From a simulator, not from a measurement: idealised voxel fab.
Process module, titled voxel wiring stack
For reference, the cross-section in this document is cut, with width 250 nm and square cells of 5 nm.
In what follows, cross-sections appear as grids of square cells, described through bands that run from the top down, where every band is one or more rows of cells.
For a band, the entry starts with two heights in nm, that of the top and then that of the bottom, and carries on with the band's materials in order from left to right, each alongside its width in nm; the word "throughout" beside a single material means it fills the band edge to edge, and "blank" means empty space.
Heights from 0 (as-received wafer is one material below). Bottom band endless downward, as "0 nm and below".
A width given as "30->40" starts at the first number in the band's top row and ends at the second number in its bottom row, shifting by an equal amount at every step from row to row.
Step marked "remained unchanged"? Then no cell in the cross-section changed in it.
If an empty space has no open way to the top and is at least 8 cells in size, "Completely enclosed voids" lists it, written width x height at distance, where distance is measured from the left edge and every value is in nm.
What comes after the settings on a step's line is commentary from the simulator itself on that step.
The line of a step may include "overlay nm". On a step with a mask, this value is how far to the right of its planned place the mask lay. A negative value means the mask lay to the left.

### This section lists the process steps that were planned
step 1: RECEIVE (material Si)
step 2: CONFORMAL_DEP (material SiO2; thk nm 10)
step 3: CONFORMAL_DEP (material SiCN; thk nm 5)
step 4: DIRECTIONAL_DEP (material lowk; thk nm 15)
step 5: DIRECTIONAL_DEP (material aC; thk nm 15)
step 6: PATTERN (tone open; mask id METAL_1; material resist; width nm 20; pitch nm 40; thk nm 35; overlay nm 0)
step 7: DIRECTIONAL_ETCH (etch materials aC; depth nm 15)
step 8: STRIP (etch materials resist)
step 9: DIRECTIONAL_ETCH (etch materials lowk; depth nm 15)
step 10: DIRECTIONAL_ETCH (etch materials SiCN; depth nm 5)
step 11: STRIP (etch materials aC)
step 12: CONFORMAL_DEP (material TiN; thk nm 5)
step 13: FILL_DEP (material W; thk nm 5)
step 14: CMP (height nm 30)
step 15: CONFORMAL_DEP (material SiCN; thk nm 5)
step 16: DIRECTIONAL_DEP (material SiO2; thk nm 10)
step 17: DIRECTIONAL_DEP (material aC; thk nm 10)
step 18: PATTERN (tone open; mask id PLUG_1; material resist; width nm 15; pitch nm 40; thk nm 30; overlay nm -15)
step 19: DIRECTIONAL_ETCH (etch materials aC; depth nm 10)
step 20: STRIP (etch materials resist)
step 21: DIRECTIONAL_ETCH (etch materials SiO2; depth nm 10)
step 22: DIRECTIONAL_ETCH (etch materials SiCN; depth nm 5)
step 23: STRIP (etch materials aC)
step 24: CONFORMAL_DEP (material TiN; thk nm 5)
step 25: FILL_DEP (material Cu; thk nm 10)
step 26: CMP (height nm 45)
step 27: CONFORMAL_DEP (material SiCN; thk nm 5)
step 28: DIRECTIONAL_DEP (material SiO2; thk nm 15)
step 29: DIRECTIONAL_DEP (material aC; thk nm 15)
step 30: PATTERN (tone open; mask id METAL_2; material resist; width nm 20; pitch nm 40; thk nm 35; overlay nm 0)
step 31: DIRECTIONAL_ETCH (etch materials aC; depth nm 15)
step 32: STRIP (etch materials resist)
step 33: DIRECTIONAL_ETCH (etch materials SiO2; depth nm 15)
step 34: DIRECTIONAL_ETCH (etch materials SiCN; depth nm 5)
step 35: STRIP (etch materials aC)
step 36: CONFORMAL_DEP (material TiN; thk nm 5)
step 37: FILL_DEP (material Ru; thk nm 5)
step 38: CMP (height nm 65)
step 39: CONFORMAL_DEP (material SiCN; thk nm 5)
step 40: DIRECTIONAL_DEP (material lowk; thk nm 35)
step 41: DIRECTIONAL_DEP (material aC; thk nm 10)
step 42: PATTERN (tone open; mask id METAL_3_HOLES; material resist; width nm 15; pitch nm 40; thk nm 25; overlay nm 0)
step 43: DIRECTIONAL_ETCH (etch materials aC; depth nm 10)
step 44: STRIP (etch materials resist)
step 45: DIRECTIONAL_ETCH (etch materials lowk; depth nm 35)
step 46: STRIP (etch materials aC)
step 47: PATTERN (tone open; mask id METAL_3; material resist; width nm 20; pitch nm 40; thk nm 20; overlay nm 0)
step 48: DIRECTIONAL_ETCH (etch materials lowk; depth nm 20)
step 49: DIRECTIONAL_ETCH (etch materials SiCN; depth nm 5)
step 50: STRIP (etch materials resist)
step 51: CONFORMAL_DEP (material TiN; thk nm 5)
step 52: FILL_DEP (material Cu; thk nm 5)
step 53: CMP (height nm 105)
step 54: CONFORMAL_DEP (material SiN; thk nm 5)
It is noted that the wafers described herein are identical at the outset and are distinguished by the overlay nm of step 18; the value stated in the plan corresponds to the first wafer.

### The as-received cross-section of the first of several wafers corresponds to the state after step 1
  0 nm and below | Si throughout
  Completely enclosed voids: none

### The cross-section of the first of several wafers is given below for the end of the module, after its final step, step 54
  110 nm to 105 nm | SiN throughout
  105 nm to 90 nm | 75 of lowk; 5 of TiN; 10 of Cu; 5 of TiN; 20 of lowk; 5 of TiN; 10 of Cu; 5 of TiN; 20 of lowk; 5 of TiN; 10 of Cu; 5 of TiN; 75 of lowk
  90 nm to 85 nm | 75 of lowk; 5 of TiN; 5 of Cu; 10 of TiN; 20 of lowk; 5 of TiN; 5 of Cu; 10 of TiN; 20 of lowk; 5 of TiN; 5 of Cu; 10 of TiN; 75 of lowk
  85 nm to 70 nm | 75 of lowk; 5 of TiN; 5 of Cu; 5 of TiN; 25 of lowk; 5 of TiN; 5 of Cu; 5 of TiN; 25 of lowk; 5 of TiN; 5 of Cu; 5 of TiN; 80 of lowk
  70 nm to 65 nm | 75 of SiCN; 15 of TiN; 25 of SiCN; 15 of TiN; 25 of SiCN; 15 of TiN; 80 of SiCN
  65 nm to 50 nm | 75 of SiO2; 5 of TiN; 10 of Ru; 5 of TiN; 20 of SiO2; 5 of TiN; 10 of Ru; 5 of TiN; 20 of SiO2; 5 of TiN; 10 of Ru; 5 of TiN; 75 of SiO2
  50 nm to 45 nm | 75 of SiCN; 20 of TiN; 20 of SiCN; 20 of TiN; 20 of SiCN; 20 of TiN; 75 of SiCN
  45 nm to 35 nm | 60 of SiO2; 5 of TiN; 5 of Cu; 5 of TiN; 25 of SiO2; 5 of TiN; 5 of Cu; 5 of TiN; 25 of SiO2; 5 of TiN; 5 of Cu; 5 of TiN; 95 of SiO2
  35 nm to 30 nm | 60 of SiCN; 15 of TiN; 25 of SiCN; 15 of TiN; 25 of SiCN; 15 of TiN; 95 of SiCN
  30 nm to 15 nm | 75 of lowk; 5 of TiN; 10 of W; 5 of TiN; 20 of lowk; 5 of TiN; 10 of W; 5 of TiN; 20 of lowk; 5 of TiN; 10 of W; 5 of TiN; 75 of lowk
  15 nm to 10 nm | 75 of SiCN; 20 of TiN; 20 of SiCN; 20 of TiN; 20 of SiCN; 20 of TiN; 75 of SiCN
  10 nm to 0 nm | SiO2 throughout
  0 nm and below | Si throughout
  Completely enclosed voids: none

### Cross-section, module end, final of several wafers
  110 nm to 105 nm | SiN throughout
  105 nm to 90 nm | 75 of lowk; 5 of TiN; 10 of Cu; 5 of TiN; 20 of lowk; 5 of TiN; 10 of Cu; 5 of TiN; 20 of lowk; 5 of TiN; 10 of Cu; 5 of TiN; 75 of lowk
  90 nm to 85 nm | 75 of lowk; 5 of TiN; 5 of Cu; 10 of TiN; 20 of lowk; 5 of TiN; 5 of Cu; 10 of TiN; 20 of lowk; 5 of TiN; 5 of Cu; 10 of TiN; 75 of lowk
  85 nm to 70 nm | 75 of lowk; 5 of TiN; 5 of Cu; 5 of TiN; 25 of lowk; 5 of TiN; 5 of Cu; 5 of TiN; 25 of lowk; 5 of TiN; 5 of Cu; 5 of TiN; 80 of lowk
  70 nm to 65 nm | 75 of SiCN; 15 of TiN; 25 of SiCN; 15 of TiN; 25 of SiCN; 15 of TiN; 80 of SiCN
  65 nm to 50 nm | 75 of SiO2; 5 of TiN; 10 of Ru; 5 of TiN; 20 of SiO2; 5 of TiN; 10 of Ru; 5 of TiN; 20 of SiO2; 5 of TiN; 10 of Ru; 5 of TiN; 75 of SiO2
  50 nm to 45 nm | 75 of SiCN; 20 of TiN; 20 of SiCN; 20 of TiN; 20 of SiCN; 20 of TiN; 75 of SiCN
  45 nm to 35 nm | 90 of SiO2; 5 of TiN; 5 of Cu; 5 of TiN; 25 of SiO2; 5 of TiN; 5 of Cu; 5 of TiN; 25 of SiO2; 5 of TiN; 5 of Cu; 5 of TiN; 65 of SiO2
  35 nm to 30 nm | 90 of SiCN; 15 of TiN; 25 of SiCN; 15 of TiN; 25 of SiCN; 15 of TiN; 65 of SiCN
  30 nm to 15 nm | 75 of lowk; 5 of TiN; 10 of W; 5 of TiN; 20 of lowk; 5 of TiN; 10 of W; 5 of TiN; 20 of lowk; 5 of TiN; 10 of W; 5 of TiN; 75 of lowk
  15 nm to 10 nm | 75 of SiCN; 20 of TiN; 20 of SiCN; 20 of TiN; 20 of SiCN; 20 of TiN; 75 of SiCN
  10 nm to 0 nm | SiO2 throughout
  0 nm and below | Si throughout
  Completely enclosed voids: none

### Wafer rows, end of module: cells per material gained (+) or lost (-) since receipt; closed voids last
overlay nm -15, +36 Cu, +18 Ru, +158 SiCN, +50 SiN, +296 SiO2, +135 TiN, +18 W, +389 lowk, Completely enclosed voids: none
overlay nm -10, +36 Cu, +18 Ru, +158 SiCN, +50 SiN, +296 SiO2, +135 TiN, +18 W, +389 lowk, Completely enclosed voids: none
overlay nm -5, +36 Cu, +18 Ru, +158 SiCN, +50 SiN, +296 SiO2, +135 TiN, +18 W, +389 lowk, Completely enclosed voids: none
overlay nm 0, +36 Cu, +18 Ru, +158 SiCN, +50 SiN, +296 SiO2, +135 TiN, +18 W, +389 lowk, Completely enclosed voids: none
overlay nm 5, +36 Cu, +18 Ru, +158 SiCN, +50 SiN, +296 SiO2, +135 TiN, +18 W, +389 lowk, Completely enclosed voids: none
overlay nm 10, +36 Cu, +18 Ru, +158 SiCN, +50 SiN, +296 SiO2, +135 TiN, +18 W, +389 lowk, Completely enclosed voids: none
overlay nm 15, +36 Cu, +18 Ru, +158 SiCN, +50 SiN, +296 SiO2, +135 TiN, +18 W, +389 lowk, Completely enclosed voids: none
